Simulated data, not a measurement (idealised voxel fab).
Process module name: voxel self aligned vias
Each square cell in cross-section cut measures 5 nm, and the section as a whole is 290 nm wide.
Cross-section layout: square cells on a grid; listed as bands, top to bottom; a band spans one or more cell rows.
Top, bottom (nm), then materials left to right with widths (nm); lone material tagged "throughout" fills the whole band edge to edge; "blank" = empty space.
Basically, 0 is our baseline, since under it the wafer straight out of the box is all one material. The bottom band has no lower end and keeps on going down, so it looks like "0 -> down".
The notation "30->40" denotes a width that varies across the rows of cells in the band, beginning at the first number in the top row, finishing at the second number in the bottom row, and changing by an identical amount from each row to the next.
The designation "changes: none", where it is given for a processing step, indicates that no cell of the cross-section was altered in the course of that step.
Listed in "Enclosed internal cavities": every empty space of 8 or more cells without an open way to the top. Form: width x height at distance, the distance being from the left edge, all in nm.
Whatever follows a step's settings on its line is a remark the simulator itself makes about that step.
The line of a step may include "overlay nm". On a step with a mask, this value is how far to the right of its planned place the mask lay. A negative value means the mask lay to the left.

The process steps that were planned are listed below:
1,op RECEIVE | material Si
2,op CONFORMAL_DEP | material SiO2 | thk nm 15
3,op CONFORMAL_DEP | material SiCN | thk nm 5
4,op DIRECTIONAL_DEP | material lowk | thk nm 30
5,op DIRECTIONAL_DEP | material aC | thk nm 15
6,op PATTERN | tone open | mask id LINES | material resist | width nm 25 | pitch nm 60 | thk nm 35 | overlay nm 0
7,op DIRECTIONAL_ETCH | etch materials aC | depth nm 15
8,op STRIP | etch materials resist
9,op DIRECTIONAL_ETCH | etch materials lowk | depth nm 30
10,op STRIP | etch materials aC
11,op CONFORMAL_DEP | material TiN | thk nm 5
12,op FILL_DEP | material W | thk nm 10
13,op CMP | height nm 50
14,op SELECTIVE_ETCH | etch materials W Ru TiN | depth nm 5
15,op FILL_DEP | material SiN | thk nm 10
16,op CMP | height nm 50
17,op DIRECTIONAL_DEP | material lowk | thk nm 15
18,op MASKED_ETCH | tone open | mask id VIAS | width nm 45 | pitch nm 60 | etch materials lowk | depth nm 15 | overlay nm 0
19,op MASKED_ETCH | tone open | mask id VIAS | width nm 45 | pitch nm 60 | etch materials SiN | depth nm 5 | overlay nm 0
20,op CONFORMAL_DEP | material TiN | thk nm 5
21,op FILL_DEP | material Cu | thk nm 5
22,op CMP | height nm 65
23,op CONFORMAL_DEP | material SiCN | thk nm 5

As received, after step 1:
0 -> down = Si throughout
Enclosed internal cavities: none

End state of the module in cross-section, given the above starting point and plan and one mistake in execution:
70 -> 65 = SiCN throughout
65 -> 50 = Cu throughout
50 -> 45 = lowk (70)  SiN (25)  lowk (35)  SiN (25)  lowk (35)  SiN (25)  lowk (75)
45 -> 25 = lowk (70)  TiN (5)  W (15)  TiN (5)  lowk (35)  TiN (5)  W (15)  TiN (5)  lowk (35)  TiN (5)  W (15)  TiN (5)  lowk (75)
25 -> 20 = lowk (70)  TiN (25)  lowk (35)  TiN (25)  lowk (35)  TiN (25)  lowk (75)
20 -> 15 = SiCN throughout
15 -> 0 = SiO2 throughout
0 -> down = Si throughout
Enclosed internal cavities: none
What was done differently from what was planned? contrary to plan, step 17 was performed as op DIRECTIONAL_DEP | material Cu | thk nm 15
